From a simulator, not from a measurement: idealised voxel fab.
This section sets out a process module, namely voxel ribs on slabs.
This is section cut - it's 250 nm across, gridded in 5 nm square cells.
Cross-section spec: square-cell grid; bands listed top down; each band is one or more rows. Within each band entry, the heights of the top and of the bottom of the band appear first, in that order and in nm; the materials of the band then follow from left to right, each with its corresponding width in nm. The designation "all across" on a single material indicates that it fills the band from edge to edge; the designation "air" indicates empty space. Heads up on the height convention: 0 is the point under which the incoming wafer is all one material, and the lowest band has no bottom, it just keeps going down, like "0 down". It should be noted that a width expressed as "30->40" varies in equal increments from row to row of cells within the band, taking the value of the first number at the top row and that of the second number at the bottom row. Step note "identical to before" = no cross-section cell changed. If an empty space has no open way to the top and is at least 8 cells in size, "Completely enclosed voids" lists it, written width x height at distance, where distance is measured from the left edge and every value is in nm. after a step's settings: what the simulator itself notes on the step. The optional step-line setting "overlay nm" applies to steps with a mask and quantifies how far to the right of its planned location the mask lay, a negative value indicating leftward placement.
The steps planned for the process are as follows:
step 1: RECEIVE [material Si]
step 2: DIRECTIONAL_DEP [material SiO2] [thk nm 25]
step 3: DIRECTIONAL_DEP [material SiN] [thk nm 25]
step 4: MASKED_ETCH [tone cover] [mask id RIB] [width nm 15] [etch materials SiN] [depth nm 20] [overlay nm 0]
step 5: DIRECTIONAL_DEP [material aC] [thk nm 10]
step 6: PATTERN [tone cover] [mask id SLAB] [material resist] [width nm 55] [thk nm 25] [overlay nm 0]
step 7: DIRECTIONAL_ETCH [etch materials aC] [depth nm 10]
step 8: STRIP [etch materials resist]
step 9: DIRECTIONAL_ETCH [etch materials SiN] [depth nm 5]
step 10: STRIP [etch materials aC]
step 11: FILL_DEP [material SiO2] [thk nm 25]
step 12: CMP [height nm 65]
step 13: DIRECTIONAL_DEP [material TiN] [thk nm 10]
step 14: MASKED_ETCH [tone cover] [mask id HEATER] [width nm 25] [etch materials TiN] [depth nm 10] [overlay nm 0]
step 15: CONFORMAL_DEP [material SiN] [thk nm 5]
The first of two wafers, run as planned:
As received (post step 1): cross-section:
- 0 down = Si all across
- Completely enclosed voids: none
After step 2: wafer cross-section:
- 25 to 0 = SiO2 all across
- Below 0, no change.
After step 3: wafer cross-section:
- 50 to 25 = SiN all across
- Below 25, no change.
After step 4: wafer cross-section:
- 50 to 30 = air (115), SiN (15), air (120)
- Below 30, no change.
After step 5: wafer cross-section:
- 60 to 50 = air (115), aC (15), air (120)
- 50 to 40 = air (115), SiN (15), air (120)
- 40 to 30 = aC (115), SiN (15), aC (120)
- Below 30, no change.
After step 6: wafer cross-section:
- 85 to 60 = air (95), resist (55), air (100)
- 60 to 50 = air (95), resist (20), aC (15), resist (20), air (100)
- 50 to 40 = air (95), resist (20), SiN (15), resist (20), air (100)
- Below 40, no change.
After step 7: wafer cross-section:
- 75 to 60 = air (95), resist (55), air (100)
- 60 to 50 = air (95), resist (20), aC (15), resist (20), air (100)
- 50 to 40 = air (95), resist (20), SiN (15), resist (20), air (100)
- 40 to 30 = air (95), aC (20), SiN (15), aC (20), air (100)
- Below 30, no change.
After step 8: wafer cross-section:
- 60 to 50 = air (115), aC (15), air (120)
- 50 to 40 = air (115), SiN (15), air (120)
- Below 40, no change.
After step 9: wafer cross-section:
- 60 to 50 = air (115), aC (15), air (120)
- 50 to 40 = air (115), SiN (15), air (120)
- 40 to 30 = air (95), aC (20), SiN (15), aC (20), air (100)
- 30 to 25 = air (95), SiN (55), air (100)
- Below 25, no change.
After step 10: wafer cross-section:
- 50 to 30 = air (115), SiN (15), air (120)
- Below 30, no change.
After step 11: wafer cross-section:
- 75 to 50 = SiO2 all across
- 50 to 30 = SiO2 (115), SiN (15), SiO2 (120)
- 30 to 25 = SiO2 (95), SiN (55), SiO2 (100)
- Below 25, no change.
After step 12: wafer cross-section:
- 65 to 50 = SiO2 all across
- Below 50, no change.
After step 13: wafer cross-section:
- 75 to 65 = TiN all across
- Below 65, no change.
After step 14: wafer cross-section:
- 75 to 65 = air (110), TiN (25), air (115)
- Below 65, no change.
After step 15: wafer cross-section:
- 80 to 75 = air (105), SiN (35), air (110)
- 75 to 70 = air (105), SiN (5), TiN (25), SiN (5), air (110)
- 70 to 65 = SiN (110), TiN (25), SiN (115)
- Below 65, no change.
Second wafer - shared start and plan with the first - one error in running - same as the first up to step 14 inclusive:
Look at the second wafer in cross-section at the time step 15 ought to have finished: identical to before
Against the plan, the run slipped here: not run: step 15 of the plan (skipped)
At the finish, the second wafer shows more or fewer cells for some materials than the first does: 54 fewer of SiN
